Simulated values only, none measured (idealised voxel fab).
Proc. module: voxel gate over fins
cross-section cut | 240 nm wide | cells 5 nm
Bands, listed from the top down, are how a cross-section gets written in this document; the cross-section itself is a grid of square cells, and a band is one or more rows of them.
Per band: top height and bottom height in nm, followed by the left-to-right materials and their widths in nm; "full width" marks a single material spanning edge to edge, "air" marks empty space.
All heights in this document are referenced to 0, defined as the level beneath which the wafer, as received, consists entirely of one material. The lowest band is not bounded below; it extends indefinitely downward and is written in the form "0 and below".
Top row gets the first number, bottom row gets the second, and each row in between changes by the same step: that is how a band width like "30 to 40" works.
A step reported as "left unchanged" is a step in which no cell of the cross-section changed.
Closed empty spaces (no open way to the top) of 8 cells or more are what "Sealed internal cavities" lists, each as width x height at distance from the left edge, nm for all three.
Anything after a step's settings on that line? It's the simulator's own note about the step.
The line of a step may include "overlay nm". On a step with a mask, this value is how far to the right of its planned place the mask lay. A negative value means the mask lay to the left.

Steps planned for the process
1 op RECEIVE | material Si
2 op CONFORMAL_DEP | material SiN | thk nm 5
3 op PATTERN | tone cover | mask id FINS | material resist | width nm 15 | pitch nm 55 | thk nm 20 | overlay nm 0
4 op DIRECTIONAL_ETCH | etch materials SiN | depth nm 5
5 op DIRECTIONAL_ETCH | etch materials Si | depth nm 35
6 op STRIP | etch materials resist
7 op OXIDIZE | depth nm 5
8 op FILL_DEP | material SiO2 | thk nm 15
9 op CMP | height nm 5
10 op MASKED_ETCH | tone open | mask id RAIL | width nm 15 | etch materials SiO2 | depth nm 35 | overlay nm 0
11 op CONFORMAL_DEP | material TiN | thk nm 5
12 op FILL_DEP | material Ru | thk nm 10
13 op CMP | height nm 5
14 op SELECTIVE_ETCH | etch materials W Ru TiN | depth nm 25
15 op FILL_DEP | material SiO2 | thk nm 5
16 op CMP | height nm 5
17 op SELECTIVE_ETCH | etch materials SiO2 | depth nm 15
18 op STRIP | etch materials SiN
19 op CONFORMAL_DEP | material HfO2 | thk nm 5
20 op CONFORMAL_DEP | material TiN | thk nm 5
21 op CONFORMAL_DEP | material TiAl | thk nm 5
22 op CONFORMAL_DEP | material TiN | thk nm 5
23 op FILL_DEP | material W | thk nm 10
24 op CMP | height nm 25
25 op CONFORMAL_DEP | material SiCN | thk nm 10

So, the first of our two wafers, run just as we planned it

Cross-section, incoming material, after step 1
> 0 and below = Si full width
> Sealed internal cavities: none

Wafer xsec, post step 2
> 5 down to 0 = SiN full width
> Heights below 0 show no change.

Wafer xsec, post step 3
> 25 down to 5 = air (85), resist (15), air (40), resist (15), air (85)
> Heights below 5 show no change.

Wafer xsec, post step 4
> 25 down to 5 = air (85), resist (15), air (40), resist (15), air (85)
> 5 down to 0 = air (85), SiN (15), air (40), SiN (15), air (85)
> Heights below 0 show no change.

Wafer xsec, post step 5
> 25 down to 5 = air (85), resist (15), air (40), resist (15), air (85)
> 5 down to 0 = air (85), SiN (15), air (40), SiN (15), air (85)
> 0 down to -35 = air (85), Si (15), air (40), Si (15), air (85)
> Heights below -35 show no change.

Wafer xsec, post step 6
> 5 down to 0 = air (85), SiN (15), air (40), SiN (15), air (85)
> Heights below 0 show no change.

Wafer xsec, post step 7
> 5 down to 0 = air (85), SiN (15), air (40), SiN (15), air (85)
> 0 down to -35 = air (85), SiO2 (5), Si (5), SiO2 (5), air (40), SiO2 (5), Si (5), SiO2 (5), air (85)
> -35 down to -40 = SiO2 (90), Si (5), SiO2 (50), Si (5), SiO2 (90)
> Heights below -40 show no change.

Wafer xsec, post step 8
> 20 down to 5 = SiO2 full width
> 5 down to 0 = SiO2 (85), SiN (15), SiO2 (40), SiN (15), SiO2 (85)
> 0 down to -40 = SiO2 (90), Si (5), SiO2 (50), Si (5), SiO2 (90)
> Heights below -40 show no change.

Wafer xsec, post step 9
> 5 down to 0 = SiO2 (85), SiN (15), SiO2 (40), SiN (15), SiO2 (85)
> Heights below 0 show no change.

Wafer xsec, post step 10
> 5 down to 0 = SiO2 (85), SiN (15), SiO2 (10), air (15), SiO2 (15), SiN (15), SiO2 (85)
> 0 down to -30 = SiO2 (90), Si (5), SiO2 (15), air (15), SiO2 (20), Si (5), SiO2 (90)
> Heights below -30 show no change.

Wafer xsec, post step 11
> 10 down to 5 = TiN (115), air (5), TiN (120)
> 5 down to 0 = SiO2 (85), SiN (15), SiO2 (10), TiN (5), air (5), TiN (5), SiO2 (15), SiN (15), SiO2 (85)
> 0 down to -25 = SiO2 (90), Si (5), SiO2 (15), TiN (5), air (5), TiN (5), SiO2 (20), Si (5), SiO2 (90)
> -25 down to -30 = SiO2 (90), Si (5), SiO2 (15), TiN (15), SiO2 (20), Si (5), SiO2 (90)
> Heights below -30 show no change.

Wafer xsec, post step 12
> 20 down to 10 = Ru full width
> 10 down to 5 = TiN (115), Ru (5), TiN (120)
> 5 down to 0 = SiO2 (85), SiN (15), SiO2 (10), TiN (5), Ru (5), TiN (5), SiO2 (15), SiN (15), SiO2 (85)
> 0 down to -25 = SiO2 (90), Si (5), SiO2 (15), TiN (5), Ru (5), TiN (5), SiO2 (20), Si (5), SiO2 (90)
> Heights below -25 show no change.

Wafer xsec, post step 13
> 5 down to 0 = SiO2 (85), SiN (15), SiO2 (10), TiN (5), Ru (5), TiN (5), SiO2 (15), SiN (15), SiO2 (85)
> Heights below 0 show no change.

Wafer xsec, post step 14
> 5 down to 0 = SiO2 (85), SiN (15), SiO2 (10), air (15), SiO2 (15), SiN (15), SiO2 (85)
> 0 down to -20 = SiO2 (90), Si (5), SiO2 (15), air (15), SiO2 (20), Si (5), SiO2 (90)
> Heights below -20 show no change.

Wafer xsec, post step 15
> 10 down to 5 = SiO2 full width
> 5 down to 0 = SiO2 (85), SiN (15), SiO2 (40), SiN (15), SiO2 (85)
> 0 down to -20 = SiO2 (90), Si (5), SiO2 (50), Si (5), SiO2 (90)
> Heights below -20 show no change.

Wafer xsec, post step 16
> 5 down to 0 = SiO2 (85), SiN (15), SiO2 (40), SiN (15), SiO2 (85)
> Heights below 0 show no change.

Wafer xsec, post step 17
> 5 down to 0 = air (85), SiN (15), air (40), SiN (15), air (85)
> 0 down to -10 = air (90), Si (5), air (50), Si (5), air (90)
> Heights below -10 show no change.

Wafer xsec, post step 18
> 0 down to -10 = air (90), Si (5), air (50), Si (5), air (90)
> Heights below -10 show no change.

Wafer xsec, post step 19
> 5 down to 0 = air (85), HfO2 (15), air (40), HfO2 (15), air (85)
> 0 down to -5 = air (85), HfO2 (5), Si (5), HfO2 (5), air (40), HfO2 (5), Si (5), HfO2 (5), air (85)
> -5 down to -10 = HfO2 (90), Si (5), HfO2 (50), Si (5), HfO2 (90)
> Heights below -10 show no change.

Wafer xsec, post step 20
> 10 down to 5 = air (80), TiN (25), air (30), TiN (25), air (80)
> 5 down to 0 = air (80), TiN (5), HfO2 (15), TiN (5), air (30), TiN (5), HfO2 (15), TiN (5), air (80)
> 0 down to -5 = TiN (85), HfO2 (5), Si (5), HfO2 (5), TiN (40), HfO2 (5), Si (5), HfO2 (5), TiN (85)
> Heights below -5 show no change.

Wafer xsec, post step 21
> 15 down to 10 = air (75), TiAl (35), air (20), TiAl (35), air (75)
> 10 down to 5 = air (75), TiAl (5), TiN (25), TiAl (5), air (20), TiAl (5), TiN (25), TiAl (5), air (75)
> 5 down to 0 = TiAl (80), TiN (5), HfO2 (15), TiN (5), TiAl (30), TiN (5), HfO2 (15), TiN (5), TiAl (80)
> Heights below 0 show no change.

Wafer xsec, post step 22
> 20 down to 15 = air (70), TiN (45), air (10), TiN (45), air (70)
> 15 down to 10 = air (70), TiN (5), TiAl (35), TiN (5), air (10), TiN (5), TiAl (35), TiN (5), air (70)
> 10 down to 5 = TiN (75), TiAl (5), TiN (25), TiAl (5), TiN (20), TiAl (5), TiN (25), TiAl (5), TiN (75)
> Heights below 5 show no change.

Wafer xsec, post step 23
> 30 down to 20 = W full width
> 20 down to 15 = W (70), TiN (45), W (10), TiN (45), W (70)
> 15 down to 10 = W (70), TiN (5), TiAl (35), TiN (5), W (10), TiN (5), TiAl (35), TiN (5), W (70)
> Heights below 10 show no change.

Wafer xsec, post step 24
> 25 down to 20 = W full width
> Heights below 20 show no change.

Wafer xsec, post step 25
> 35 down to 25 = SiCN full width
> Heights below 25 show no change.

Regarding the second of the two wafers: it shared the first wafer's starting condition and process plan, yet one error occurred during its execution. Its history coincides with that of the first wafer up to and including step 16

Cross-section, second wafer, at the end time the plan gives for step 17
> 5 down to 0 = air (85), SiN (15), air (40), SiN (15), air (85)
> 0 down to -20 = air (90), Si (5), air (50), Si (5), air (90)
> -20 down to -25 = air (90), Si (5), air (15), TiN (5), Ru (5), TiN (5), air (20), Si (5), air (90)
> Heights below -25 show no change.

Cross-section, second wafer, at the end time the plan gives for step 18
> 0 down to -20 = air (90), Si (5), air (50), Si (5), air (90)
> Heights below -20 show no change.

Cross-section, second wafer, at the end time the plan gives for step 19
> 5 down to 0 = air (85), HfO2 (15), air (40), HfO2 (15), air (85)
> 0 down to -15 = air (85), HfO2 (5), Si (5), HfO2 (5), air (40), HfO2 (5), Si (5), HfO2 (5), air (85)
> -15 down to -20 = air (85), HfO2 (5), Si (5), HfO2 (5), air (5), HfO2 (25), air (10), HfO2 (5), Si (5), HfO2 (5), air (85)
> -20 down to -25 = HfO2 (90), Si (5), HfO2 (15), TiN (5), Ru (5), TiN (5), HfO2 (20), Si (5), HfO2 (90)
> Heights below -25 show no change.

Cross-section, second wafer, at the end time the plan gives for step 20
> 10 down to 5 = air (80), TiN (25), air (30), TiN (25), air (80)
> 5 down to 0 = air (80), TiN (5), HfO2 (15), TiN (5), air (30), TiN (5), HfO2 (15), TiN (5), air (80)
> 0 down to -10 = air (80), TiN (5), HfO2 (5), Si (5), HfO2 (5), TiN (5), air (30), TiN (5), HfO2 (5), Si (5), HfO2 (5), TiN (5), air (80)
> -10 down to -15 = air (80), TiN (5), HfO2 (5), Si (5), HfO2 (5), TiN (40), HfO2 (5), Si (5), HfO2 (5), TiN (5), air (80)
> -15 down to -20 = TiN (85), HfO2 (5), Si (5), HfO2 (5), TiN (5), HfO2 (25), TiN (10), HfO2 (5), Si (5), HfO2 (5), TiN (85)
> Heights below -20 show no change.

Cross-section, second wafer, at the end time the plan gives for step 21
> 15 down to 10 = air (75), TiAl (35), air (20), TiAl (35), air (75)
> 10 down to 5 = air (75), TiAl (5), TiN (25), TiAl (5), air (20), TiAl (5), TiN (25), TiAl (5), air (75)
> 5 down to 0 = air (75), TiAl (5), TiN (5), HfO2 (15), TiN (5), TiAl (5), air (20), TiAl (5), TiN (5), HfO2 (15), TiN (5), TiAl (5), air (75)
> 0 down to -5 = air (75), TiAl (5), TiN (5), HfO2 (5), Si (5), HfO2 (5), TiN (5), TiAl (5), air (20), TiAl (5), TiN (5), HfO2 (5), Si (5), HfO2 (5), TiN (5), TiAl (5), air (75)
> -5 down to -10 = air (75), TiAl (5), TiN (5), HfO2 (5), Si (5), HfO2 (5), TiN (5), TiAl (30), TiN (5), HfO2 (5), Si (5), HfO2 (5), TiN (5), TiAl (5), air (75)
> -10 down to -15 = TiAl (80), TiN (5), HfO2 (5), Si (5), HfO2 (5), TiN (40), HfO2 (5), Si (5), HfO2 (5), TiN (5), TiAl (80)
> Heights below -15 show no change.

Cross-section, second wafer, at the end time the plan gives for step 22
> 20 down to 15 = air (70), TiN (45), air (10), TiN (45), air (70)
> 15 down to 10 = air (70), TiN (5), TiAl (35), TiN (5), air (10), TiN (5), TiAl (35), TiN (5), air (70)
> 10 down to 5 = air (70), TiN (5), TiAl (5), TiN (25), TiAl (5), TiN (5), air (10), TiN (5), TiAl (5), TiN (25), TiAl (5), TiN (5), air (70)
> 5 down to 0 = air (70), TiN (5), TiAl (5), TiN (5), HfO2 (15), TiN (5), TiAl (5), TiN (5), air (10), TiN (5), TiAl (5), TiN (5), HfO2 (15), TiN (5), TiAl (5), TiN (5), air (70)
> 0 down to -5 = air (70), TiN (5), TiAl (5), TiN (5), HfO2 (5), Si (5), HfO2 (5), TiN (5), TiAl (5), TiN (20), TiAl (5), TiN (5), HfO2 (5), Si (5), HfO2 (5), TiN (5), TiAl (5), TiN (5), air (70)
> -5 down to -10 = TiN (75), TiAl (5), TiN (5), HfO2 (5), Si (5), HfO2 (5), TiN (5), TiAl (30), TiN (5), HfO2 (5), Si (5), HfO2 (5), TiN (5), TiAl (5), TiN (75)
> Heights below -10 show no change.

Cross-section, second wafer, at the end time the plan gives for step 23
> 30 down to 20 = W full width
> 20 down to 15 = W (70), TiN (45), W (10), TiN (45), W (70)
> 15 down to 10 = W (70), TiN (5), TiAl (35), TiN (5), W (10), TiN (5), TiAl (35), TiN (5), W (70)
> 10 down to 5 = W (70), TiN (5), TiAl (5), TiN (25), TiAl (5), TiN (5), W (10), TiN (5), TiAl (5), TiN (25), TiAl (5), TiN (5), W (70)
> 5 down to 0 = W (70), TiN (5), TiAl (5), TiN (5), HfO2 (15), TiN (5), TiAl (5), TiN (5), W (10), TiN (5), TiAl (5), TiN (5), HfO2 (15), TiN (5), TiAl (5), TiN (5), W (70)
> 0 down to -5 = W (70), TiN (5), TiAl (5), TiN (5), HfO2 (5), Si (5), HfO2 (5), TiN (5), TiAl (5), TiN (20), TiAl (5), TiN (5), HfO2 (5), Si (5), HfO2 (5), TiN (5), TiAl (5), TiN (5), W (70)
> Heights below -5 show no change.

Cross-section, second wafer, at the end time the plan gives for step 24
> 25 down to 20 = W full width
> Heights below 20 show no change.

Cross-section, second wafer, at the end time the plan gives for step 25
> 35 down to 25 = SiCN full width
> Heights below 25 show no change.
Plan not followed: step 17 of the plan was executed twice over
Materials where the second wafer ends with more or fewer cells than the first: +14 HfO2; -135 SiO2; +10 TiAl; +23 TiN; +88 W
